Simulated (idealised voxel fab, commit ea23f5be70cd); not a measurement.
The following process module bears the name voxel transistor to metal.
Section cut is 160 nm wide and gridded with 5 nm square cells.
Cross-section format: a grid of square cells, given as bands from top to bottom; each band is one or more rows of cells.
Within each band entry, the heights of the top and of the bottom of the band appear first, in that order and in nm; the materials of the band then follow from left to right, each with its corresponding width in nm. The designation "full width" on a single material indicates that it fills the band from edge to edge; the designation "empty" indicates empty space.
The reference from which all heights are counted is 0, the level beneath which the as-received wafer is entirely one material; the lowest band, having no lower bound, proceeds downward and is written after the example "0 down".
Width spec "30->40" -> top row of cells at first value, bottom row at second value, equal per-row change in between.
The cross-section has no changed cell in any step marked "changes: none".
Under "Closed-off voids" you'll find the enclosed gaps, the ones with no way out to the top, that are 8 cells or bigger; each reads width x height at distance, with distance counted from the left edge, everything in nm.
That trailing text on a step's line, after the settings, is the simulator's own remark on the step.
overlay nm: on a step with a mask, how far right of its planned place the mask lay; negative means left.

Process steps - plan
1. RECEIVE (material Si)
2. CONFORMAL_DEP (material SiO2; thk nm 5)
3. CONFORMAL_DEP (material SiN; thk nm 15)
4. DIRECTIONAL_DEP (material aC; thk nm 10)
5. PATTERN (tone cover; mask id ACTIVE; material resist; width nm 90; thk nm 30; overlay nm 0)
6. DIRECTIONAL_ETCH (etch materials aC; depth nm 10)
7. STRIP (etch materials resist)
8. DIRECTIONAL_ETCH (etch materials SiN; depth nm 15)
9. DIRECTIONAL_ETCH (etch materials SiO2; depth nm 5)
10. DIRECTIONAL_ETCH (etch materials Si; depth nm 35)
11. STRIP (etch materials aC)
12. FILL_DEP (material SiO2; thk nm 5)
13. CMP (height nm 20)
14. SELECTIVE_ETCH (etch materials SiO2; depth nm 10)
15. STRIP (etch materials SiN)
16. SELECTIVE_ETCH (etch materials SiO2; depth nm 5)
17. OXIDIZE (depth nm 5)
18. DIRECTIONAL_DEP (material polySi; thk nm 20)
19. DIRECTIONAL_DEP (material SiCN; thk nm 10)
20. PATTERN (tone cover; mask id GATE; material resist; width nm 20; thk nm 20; overlay nm 0)
21. DIRECTIONAL_ETCH (etch materials SiCN; depth nm 20)
22. DIRECTIONAL_ETCH (etch materials polySi; depth nm 30)
23. STRIP (etch materials resist)
24. CONFORMAL_DEP (material SiN; thk nm 5)
25. DIRECTIONAL_ETCH (etch materials SiN; depth nm 5)
26. DIRECTIONAL_ETCH (etch materials SiO2; depth nm 5)
27. DIRECTIONAL_ETCH (etch materials Si; depth nm 10)
28. EPI (material SiGe; thk nm 10)
29. FILL_DEP (material SiO2; thk nm 10)
30. CMP (height nm 30)
31. DIRECTIONAL_DEP (material SiO2; thk nm 15)
32. MASKED_ETCH (tone open; mask id CONTACT; width nm 15; pitch nm 65; etch materials SiO2; depth nm 50; overlay nm 0)
33. CONFORMAL_DEP (material TiN; thk nm 5)
34. FILL_DEP (material W; thk nm 5)
35. CMP (height nm 45)
36. DIRECTIONAL_DEP (material TiN; thk nm 5)
37. DIRECTIONAL_DEP (material Ru; thk nm 15)
38. MASKED_ETCH (tone cover; mask id METAL_1; width nm 15; pitch nm 65; etch materials Ru; depth nm 15; overlay nm 0)
39. MASKED_ETCH (tone cover; mask id METAL_1; width nm 15; pitch nm 65; etch materials TiN; depth nm 5; overlay nm 0)
40. FILL_DEP (material lowk; thk nm 5)
41. CMP (height nm 65)
42. CONFORMAL_DEP (material SiCN; thk nm 5)
43. DIRECTIONAL_DEP (material lowk; thk nm 25)
44. MASKED_ETCH (tone open; mask id METAL_2; width nm 15; pitch nm 65; etch materials lowk; depth nm 15; overlay nm 0)
45. PATTERN (tone open; mask id METAL_2_HOLES; material resist; width nm 15; pitch nm 65; thk nm 20; overlay nm 0)
46. DIRECTIONAL_ETCH (etch materials lowk; depth nm 10)
47. DIRECTIONAL_ETCH (etch materials SiCN; depth nm 5)
48. STRIP (etch materials resist)
49. CONFORMAL_DEP (material TiN; thk nm 5)
50. FILL_DEP (material Cu; thk nm 10)
51. CMP (height nm 95)
52. CONFORMAL_DEP (material SiCN; thk nm 5)

First out of two wafers; run went to plan

Step 1 complete: cross-section of the wafer as received
0 down | Si full width
Closed-off voids: none

After step 2: wafer cross-section
5 to 0 | SiO2 full width
Under 0: no change, same as before.

After step 3: wafer cross-section
20 to 5 | SiN full width
Under 5: no change, same as before.

After step 4: wafer cross-section
30 to 20 | aC full width
Under 20: no change, same as before.

After step 5: wafer cross-section
60 to 30 | empty=35  resist=90  empty=35
Under 30: no change, same as before.

After step 6: wafer cross-section
50 to 30 | empty=35  resist=90  empty=35
30 to 20 | empty=35  aC=90  empty=35
Under 20: no change, same as before.

After step 7: wafer cross-section
30 to 20 | empty=35  aC=90  empty=35
Under 20: no change, same as before.

After step 8: wafer cross-section
30 to 20 | empty=35  aC=90  empty=35
20 to 5 | empty=35  SiN=90  empty=35
Under 5: no change, same as before.

After step 9: wafer cross-section
30 to 20 | empty=35  aC=90  empty=35
20 to 5 | empty=35  SiN=90  empty=35
5 to 0 | empty=35  SiO2=90  empty=35
Under 0: no change, same as before.

After step 10: wafer cross-section
30 to 20 | empty=35  aC=90  empty=35
20 to 5 | empty=35  SiN=90  empty=35
5 to 0 | empty=35  SiO2=90  empty=35
0 to -35 | empty=35  Si=90  empty=35
Under -35: no change, same as before.

After step 11: wafer cross-section
20 to 5 | empty=35  SiN=90  empty=35
Under 5: no change, same as before.

After step 12: wafer cross-section
25 to 20 | SiO2 full width
20 to 5 | SiO2=35  SiN=90  SiO2=35
5 to 0 | SiO2 full width
0 to -35 | SiO2=35  Si=90  SiO2=35
Under -35: no change, same as before.

After step 13: wafer cross-section
20 to 5 | SiO2=35  SiN=90  SiO2=35
Under 5: no change, same as before.

After step 14: wafer cross-section
20 to 10 | empty=35  SiN=90  empty=35
Under 10: no change, same as before.

After step 15: wafer cross-section
10 to 5 | SiO2=35  empty=90  SiO2=35
Under 5: no change, same as before.

After step 16: wafer cross-section
5 to 0 | SiO2=30  empty=100  SiO2=30
Under 0: no change, same as before.

After step 17: wafer cross-section
5 to 0 | SiO2=30  empty=100  SiO2=30
0 to -5 | SiO2 full width
Under -5: no change, same as before.

After step 18: wafer cross-section
25 to 20 | polySi=30  empty=100  polySi=30
20 to 5 | polySi full width
5 to 0 | SiO2=30  polySi=100  SiO2=30
Under 0: no change, same as before.

After step 19: wafer cross-section
35 to 30 | SiCN=30  empty=100  SiCN=30
30 to 25 | SiCN full width
25 to 20 | polySi=30  SiCN=100  polySi=30
Under 20: no change, same as before.

After step 20: wafer cross-section
55 to 35 | empty=70  resist=20  empty=70
35 to 30 | SiCN=30  empty=40  resist=20  empty=40  SiCN=30
Under 30: no change, same as before.

After step 21: wafer cross-section
55 to 30 | empty=70  resist=20  empty=70
30 to 25 | empty=70  SiCN=20  empty=70
25 to 20 | polySi=30  empty=40  SiCN=20  empty=40  polySi=30
Under 20: no change, same as before.

After step 22: wafer cross-section
55 to 30 | empty=70  resist=20  empty=70
30 to 20 | empty=70  SiCN=20  empty=70
20 to 5 | empty=70  polySi=20  empty=70
5 to 0 | SiO2=30  empty=40  polySi=20  empty=40  SiO2=30
Under 0: no change, same as before.

After step 23: wafer cross-section
30 to 20 | empty=70  SiCN=20  empty=70
Under 20: no change, same as before.

After step 24: wafer cross-section
35 to 30 | empty=65  SiN=30  empty=65
30 to 20 | empty=65  SiN=5  SiCN=20  SiN=5  empty=65
20 to 10 | empty=65  SiN=5  polySi=20  SiN=5  empty=65
10 to 5 | SiN=35  empty=30  SiN=5  polySi=20  SiN=5  empty=30  SiN=35
5 to 0 | SiO2=30  SiN=40  polySi=20  SiN=40  SiO2=30
Under 0: no change, same as before.

After step 25: wafer cross-section
30 to 20 | empty=65  SiN=5  SiCN=20  SiN=5  empty=65
20 to 5 | empty=65  SiN=5  polySi=20  SiN=5  empty=65
5 to 0 | SiO2=30  SiN=5  empty=30  SiN=5  polySi=20  SiN=5  empty=30  SiN=5  SiO2=30
Under 0: no change, same as before.

After step 26: wafer cross-section
30 to 20 | empty=65  SiN=5  SiCN=20  SiN=5  empty=65
20 to 5 | empty=65  SiN=5  polySi=20  SiN=5  empty=65
5 to 0 | empty=30  SiN=5  empty=30  SiN=5  polySi=20  SiN=5  empty=30  SiN=5  empty=30
0 to -5 | SiO2=35  empty=30  SiO2=30  empty=30  SiO2=35
Under -5: no change, same as before.

After step 27: wafer cross-section
30 to 20 | empty=65  SiN=5  SiCN=20  SiN=5  empty=65
20 to 5 | empty=65  SiN=5  polySi=20  SiN=5  empty=65
5 to 0 | empty=30  SiN=5  empty=30  SiN=5  polySi=20  SiN=5  empty=30  SiN=5  empty=30
0 to -5 | SiO2=35  empty=30  SiO2=30  empty=30  SiO2=35
-5 to -15 | SiO2=35  empty=30  Si=30  empty=30  SiO2=35
Under -15: no change, same as before.

After step 28: wafer cross-section
30 to 20 | empty=65  SiN=5  SiCN=20  SiN=5  empty=65
20 to 5 | empty=65  SiN=5  polySi=20  SiN=5  empty=65
5 to 0 | empty=30  SiN=5  empty=20  SiGe=10  SiN=5  polySi=20  SiN=5  SiGe=10  empty=20  SiN=5  empty=30
0 to -5 | SiO2=35  empty=20  SiGe=10  SiO2=30  SiGe=10  empty=20  SiO2=35
-5 to -15 | SiO2=35  SiGe=30  Si=30  SiGe=30  SiO2=35
Under -15: no change, same as before.

After step 29: wafer cross-section
40 to 30 | SiO2 full width
30 to 20 | SiO2=65  SiN=5  SiCN=20  SiN=5  SiO2=65
20 to 5 | SiO2=65  SiN=5  polySi=20  SiN=5  SiO2=65
5 to 0 | SiO2=30  SiN=5  SiO2=20  SiGe=10  SiN=5  polySi=20  SiN=5  SiGe=10  SiO2=20  SiN=5  SiO2=30
0 to -5 | SiO2=55  SiGe=10  SiO2=30  SiGe=10  SiO2=55
Under -5: no change, same as before.

After step 30: wafer cross-section
30 to 20 | SiO2=65  SiN=5  SiCN=20  SiN=5  SiO2=65
Under 20: no change, same as before.

After step 31: wafer cross-section
45 to 30 | SiO2 full width
Under 30: no change, same as before.

After step 32: wafer cross-section
45 to 30 | SiO2=40  empty=15  SiO2=50  empty=15  SiO2=40
30 to 20 | SiO2=40  empty=15  SiO2=10  SiN=5  SiCN=20  SiN=5  SiO2=10  empty=15  SiO2=40
20 to 5 | SiO2=40  empty=15  SiO2=10  SiN=5  polySi=20  SiN=5  SiO2=10  empty=15  SiO2=40
5 to 0 | SiO2=30  SiN=5  SiO2=5  empty=15  SiGe=10  SiN=5  polySi=20  SiN=5  SiGe=10  empty=15  SiO2=5  SiN=5  SiO2=30
0 to -5 | SiO2=40  empty=15  SiGe=10  SiO2=30  SiGe=10  empty=15  SiO2=40
Under -5: no change, same as before.

After step 33: wafer cross-section
50 to 45 | TiN=45  empty=5  TiN=60  empty=5  TiN=45
45 to 30 | SiO2=40  TiN=5  empty=5  TiN=5  SiO2=50  TiN=5  empty=5  TiN=5  SiO2=40
30 to 20 | SiO2=40  TiN=5  empty=5  TiN=5  SiO2=10  SiN=5  SiCN=20  SiN=5  SiO2=10  TiN=5  empty=5  TiN=5  SiO2=40
20 to 5 | SiO2=40  TiN=5  empty=5  TiN=5  SiO2=10  SiN=5  polySi=20  SiN=5  SiO2=10  TiN=5  empty=5  TiN=5  SiO2=40
5 to 0 | SiO2=30  SiN=5  SiO2=5  TiN=5  empty=5  TiN=5  SiGe=10  SiN=5  polySi=20  SiN=5  SiGe=10  TiN=5  empty=5  TiN=5  SiO2=5  SiN=5  SiO2=30
0 to -5 | SiO2=40  TiN=15  SiGe=10  SiO2=30  SiGe=10  TiN=15  SiO2=40
Under -5: no change, same as before.

After step 34: wafer cross-section
55 to 50 | W full width
50 to 45 | TiN=45  W=5  TiN=60  W=5  TiN=45
45 to 30 | SiO2=40  TiN=5  W=5  TiN=5  SiO2=50  TiN=5  W=5  TiN=5  SiO2=40
30 to 20 | SiO2=40  TiN=5  W=5  TiN=5  SiO2=10  SiN=5  SiCN=20  SiN=5  SiO2=10  TiN=5  W=5  TiN=5  SiO2=40
20 to 5 | SiO2=40  TiN=5  W=5  TiN=5  SiO2=10  SiN=5  polySi=20  SiN=5  SiO2=10  TiN=5  W=5  TiN=5  SiO2=40
5 to 0 | SiO2=30  SiN=5  SiO2=5  TiN=5  W=5  TiN=5  SiGe=10  SiN=5  polySi=20  SiN=5  SiGe=10  TiN=5  W=5  TiN=5  SiO2=5  SiN=5  SiO2=30
Under 0: no change, same as before.

After step 35: wafer cross-section
45 to 30 | SiO2=40  TiN=5  W=5  TiN=5  SiO2=50  TiN=5  W=5  TiN=5  SiO2=40
Under 30: no change, same as before.

After step 36: wafer cross-section
50 to 45 | TiN full width
Under 45: no change, same as before.

After step 37: wafer cross-section
65 to 50 | Ru full width
Under 50: no change, same as before.

After step 38: wafer cross-section
65 to 50 | empty=40  Ru=15  empty=50  Ru=15  empty=40
Under 50: no change, same as before.

After step 39: wafer cross-section
65 to 50 | empty=40  Ru=15  empty=50  Ru=15  empty=40
50 to 45 | empty=40  TiN=15  empty=50  TiN=15  empty=40
Under 45: no change, same as before.

After step 40: wafer cross-section
70 to 65 | lowk full width
65 to 50 | lowk=40  Ru=15  lowk=50  Ru=15  lowk=40
50 to 45 | lowk=40  TiN=15  lowk=50  TiN=15  lowk=40
Under 45: no change, same as before.

After step 41: wafer cross-section
65 to 50 | lowk=40  Ru=15  lowk=50  Ru=15  lowk=40
Under 50: no change, same as before.

After step 42: wafer cross-section
70 to 65 | SiCN full width
Under 65: no change, same as before.

After step 43: wafer cross-section
95 to 70 | lowk full width
Under 70: no change, same as before.

After step 44: wafer cross-section
95 to 80 | lowk=40  empty=15  lowk=50  empty=15  lowk=40
Under 80: no change, same as before.

After step 45: wafer cross-section
115 to 95 | resist=40  empty=15  resist=50  empty=15  resist=40
Under 95: no change, same as before.

After step 46: wafer cross-section
115 to 95 | resist=40  empty=15  resist=50  empty=15  resist=40
95 to 70 | lowk=40  empty=15  lowk=50  empty=15  lowk=40
Under 70: no change, same as before.

After step 47: wafer cross-section
115 to 95 | resist=40  empty=15  resist=50  empty=15  resist=40
95 to 70 | lowk=40  empty=15  lowk=50  empty=15  lowk=40
70 to 65 | SiCN=40  empty=15  SiCN=50  empty=15  SiCN=40
Under 65: no change, same as before.

After step 48: wafer cross-section
95 to 70 | lowk=40  empty=15  lowk=50  empty=15  lowk=40
Under 70: no change, same as before.

After step 49: wafer cross-section
100 to 95 | TiN=45  empty=5  TiN=60  empty=5  TiN=45
95 to 70 | lowk=40  TiN=5  empty=5  TiN=5  lowk=50  TiN=5  empty=5  TiN=5  lowk=40
70 to 65 | SiCN=40  TiN=15  SiCN=50  TiN=15  SiCN=40
Under 65: no change, same as before.

After step 50: wafer cross-section
110 to 100 | Cu full width
100 to 95 | TiN=45  Cu=5  TiN=60  Cu=5  TiN=45
95 to 70 | lowk=40  TiN=5  Cu=5  TiN=5  lowk=50  TiN=5  Cu=5  TiN=5  lowk=40
Under 70: no change, same as before.

After step 51: wafer cross-section
95 to 70 | lowk=40  TiN=5  Cu=5  TiN=5  lowk=50  TiN=5  Cu=5  TiN=5  lowk=40
Under 70: no change, same as before.

After step 52: wafer cross-section
100 to 95 | SiCN full width
Under 95: no change, same as before.

Okay, second wafer. Nothing different at the start, nothing different in the plan, just one mistake somewhere in the running. As far as step 42, counting that step, it's the first wafer all over again

X-section, second wafer, when step 43 was due to finish
120 to 70 | lowk full width
Under 70: no change, same as before.

X-section, second wafer, when step 44 was due to finish
120 to 105 | lowk=40  empty=15  lowk=50  empty=15  lowk=40
Under 105: no change, same as before.

X-section, second wafer, when step 45 was due to finish
140 to 120 | resist=40  empty=15  resist=50  empty=15  resist=40
Under 120: no change, same as before.

X-section, second wafer, when step 46 was due to finish
140 to 120 | resist=40  empty=15  resist=50  empty=15  resist=40
120 to 95 | lowk=40  empty=15  lowk=50  empty=15  lowk=40
Under 95: no change, same as before.

X-section, second wafer, when step 47 was due to finish: changes: none

X-section, second wafer, when step 48 was due to finish
120 to 95 | lowk=40  empty=15  lowk=50  empty=15  lowk=40
Under 95: no change, same as before.

X-section, second wafer, when step 49 was due to finish
125 to 120 | TiN=45  empty=5  TiN=60  empty=5  TiN=45
120 to 100 | lowk=40  TiN=5  empty=5  TiN=5  lowk=50  TiN=5  empty=5  TiN=5  lowk=40
100 to 95 | lowk=40  TiN=15  lowk=50  TiN=15  lowk=40
Under 95: no change, same as before.

X-section, second wafer, when step 50 was due to finish
135 to 125 | Cu full width
125 to 120 | TiN=45  Cu=5  TiN=60  Cu=5  TiN=45
120 to 100 | lowk=40  TiN=5  Cu=5  TiN=5  lowk=50  TiN=5  Cu=5  TiN=5  lowk=40
Under 100: no change, same as before.

X-section, second wafer, when step 51 was due to finish
95 to 70 | lowk full width
Under 70: no change, same as before.

X-section, second wafer, when step 52 was due to finish
100 to 95 | SiCN full width
Under 95: no change, same as before.
What broke from the plan during processing? step 43, plan: ran twice
Final difference in cells, second wafer against first, listed per material as more or fewer: -10 Cu; +6 SiCN; -26 TiN; +30 lowk
